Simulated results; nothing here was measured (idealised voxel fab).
A process module follows: voxel tone inversion.
The cross-section shown here is cut; it is 160 nm wide and divided into square cells measuring 5 nm on a side.
In what follows, cross-sections appear as grids of square cells, described through bands that run from the top down, where every band is one or more rows of cells. This entry defines a band. It first specifies the height of the band's top and the height of its bottom in nm, and then specifies the band's materials from left to right, stating each material with its width in nm. The word "all across" identifies a single material that fills the band from edge to edge, while the word "blank" identifies empty space. Height reference: 0 = level under which incoming wafer is all one material. Lowest band: no bottom, runs on downward, e.g. "0..down". Graded width ("30->40"): value in top row of band = first number; value in bottom row = second number; row-to-row change constant. A step reported as "same as before" is a step in which no cell of the cross-section changed. Entry "Enclosed voids". Content: empty spaces with no open connection to the top, size 8 cells or greater. Each: width x height at distance. Distance: from left edge. Unit: nm. Where a step's line continues beyond its settings, the continuation is a remark by the simulator itself on that step. "overlay nm", when on a step's line for a step with a mask, measures how far to the right of its planned place the mask lay; a negative measure means to the left.
## The following list gives the planned process steps
- 1: RECEIVE | material Si
- 2: CONFORMAL_DEP | material SiCN | thk nm 5
- 3: DIRECTIONAL_DEP | material aC | thk nm 15
- 4: PATTERN | tone cover | mask id POSTS | material resist | width nm 20 | pitch nm 35 | thk nm 25 | overlay nm 0
- 5: DIRECTIONAL_ETCH | etch materials aC | depth nm 15
- 6: STRIP | etch materials resist
- 7: FILL_DEP | material SiO2 | thk nm 10
- 8: CMP | height nm 20
- 9: STRIP | etch materials aC
## Concerning the first of two wafers, which was run in accordance with the plan
## Wafer at receipt (post step 1), cross-section
    0..down = Si all across
    Enclosed voids: none
## Cross-section of the wafer subsequent to step 2
    5..0 = SiCN all across
    Heights below 0 show no change.
## Cross-section of the wafer subsequent to step 3
    20..5 = aC all across
    Heights below 5 show no change.
## Cross-section of the wafer subsequent to step 4
    45..20 = 15 blank | 20 resist | 15 blank | 20 resist | 15 blank | 20 resist | 15 blank | 20 resist | 20 blank
    Heights below 20 show no change.
## Cross-section of the wafer subsequent to step 5
    30..20 = 15 blank | 20 resist | 15 blank | 20 resist | 15 blank | 20 resist | 15 blank | 20 resist | 20 blank
    20..5 = 15 blank | 20 aC | 15 blank | 20 aC | 15 blank | 20 aC | 15 blank | 20 aC | 20 blank
    Heights below 5 show no change.
## Cross-section of the wafer subsequent to step 6
    20..5 = 15 blank | 20 aC | 15 blank | 20 aC | 15 blank | 20 aC | 15 blank | 20 aC | 20 blank
    Heights below 5 show no change.
## Cross-section of the wafer subsequent to step 7
    30..20 = SiO2 all across
    20..5 = 15 SiO2 | 20 aC | 15 SiO2 | 20 aC | 15 SiO2 | 20 aC | 15 SiO2 | 20 aC | 20 SiO2
    Heights below 5 show no change.
## Cross-section of the wafer subsequent to step 8
    20..5 = 15 SiO2 | 20 aC | 15 SiO2 | 20 aC | 15 SiO2 | 20 aC | 15 SiO2 | 20 aC | 20 SiO2
    Heights below 5 show no change.
## Cross-section of the wafer subsequent to step 9
    20..5 = 15 SiO2 | 20 blank | 15 SiO2 | 20 blank | 15 SiO2 | 20 blank | 15 SiO2 | 20 blank | 20 SiO2
    Heights below 5 show no change.
## The second wafer was prepared from the same starting point and under the same plan as the first; its processing contained one mistake, and it remains indistinguishable from the first wafer up to and including step 7
## Second wafer, cross-section, planned end of step 8
    10..5 = 15 SiO2 | 20 aC | 15 SiO2 | 20 aC | 15 SiO2 | 20 aC | 15 SiO2 | 20 aC | 20 SiO2
    Heights below 5 show no change.
## Second wafer, cross-section, planned end of step 9
    10..5 = 15 SiO2 | 20 blank | 15 SiO2 | 20 blank | 15 SiO2 | 20 blank | 15 SiO2 | 20 blank | 20 SiO2
    Heights below 5 show no change.
Deviation from plan: step 8 ran as: CMP | height nm 10
Counted in cells at the end, the second wafer holds more or fewer of these materials than the first: SiO2: 32 fewer
